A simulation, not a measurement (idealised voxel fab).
Process module heading - voxel self aligned contacts
Square cell edge 5 nm, section width 180 nm, ID cut.
Cross-section, as written here: a square-cell grid given band by band from the top down, where a band holds one or more rows of cells. First you get the band's top height and its bottom height, in nm, and then the materials it's made of, left to right, with each width in nm. If you see a single material with "throughout", that one covers the band edge to edge. "air" is empty space. All heights in this document are referenced to 0, defined as the level beneath which the wafer, as received, consists entirely of one material. The lowest band is not bounded below; it extends indefinitely downward and is written in the form "z 0 and below". Note: "30->40" means the width goes from the first number (top row of the band) to the second number (bottom row) in equal steps per row of cells. Reading "identical to before" for a step: not a cell of the cross-section changed in it. The list in "Voids, fully enclosed" covers empty spaces of 8 cells or more that cannot reach the top through any open way, and it gives each as width x height at distance; the distance is from the left edge, and width, height and distance are in nm. On each step's line, the part that comes after the settings is the simulator's own comment on the step. "overlay nm" answers the question of how far to the right of plan the mask lay on a step that has a mask, and when it is negative the answer is to the left.

**Steps in the process plan**
1. RECEIVE, material Si
2. CONFORMAL_DEP, material SiO2, thk nm 5
3. DIRECTIONAL_DEP, material polySi, thk nm 20
4. DIRECTIONAL_DEP, material SiN, thk nm 20
5. MASKED_ETCH, tone cover, mask id GATE, width nm 30, pitch nm 75, etch materials SiN, depth nm 20, overlay nm 0
6. MASKED_ETCH, tone cover, mask id GATE, width nm 30, pitch nm 75, etch materials polySi, depth nm 20, overlay nm 0
7. CONFORMAL_DEP, material SiN, thk nm 10
8. DIRECTIONAL_ETCH, etch materials SiN, depth nm 10
9. FILL_DEP, material SiO2, thk nm 10
10. CMP, height nm 50
11. PATTERN, tone open, mask id CONTACT, material resist, width nm 55, thk nm 20, overlay nm 0
12. DIRECTIONAL_ETCH, etch materials SiO2, depth nm 50
13. STRIP, etch materials resist
14. CONFORMAL_DEP, material TiN, thk nm 5
15. FILL_DEP, material Ru, thk nm 5
16. CMP, height nm 50
17. CONFORMAL_DEP, material SiCN, thk nm 5

**So this is the incoming wafer in cross-section - it's already been through step 1**
* z 0 and below: Si throughout
* Voids, fully enclosed: none

**Cross-section, end of module. Start: as above. Plan: as above. Execution: one mistake**
* z 55 to 50: SiCN throughout
* z 50 to 45: 60 of SiO2  20 of TiN  15 of Ru  20 of TiN  65 of SiO2
* z 45 to 25: 25 of SiO2  50 of SiN  5 of TiN  15 of Ru  5 of TiN  50 of SiN  30 of SiO2
* z 25 to 20: 75 of SiO2  25 of TiN  80 of SiO2
* z 20 to 0: polySi throughout
* z 0 and below: Si throughout
* Voids, fully enclosed: none
Processing error: ran 2 and 3 in swapped order versus the plan
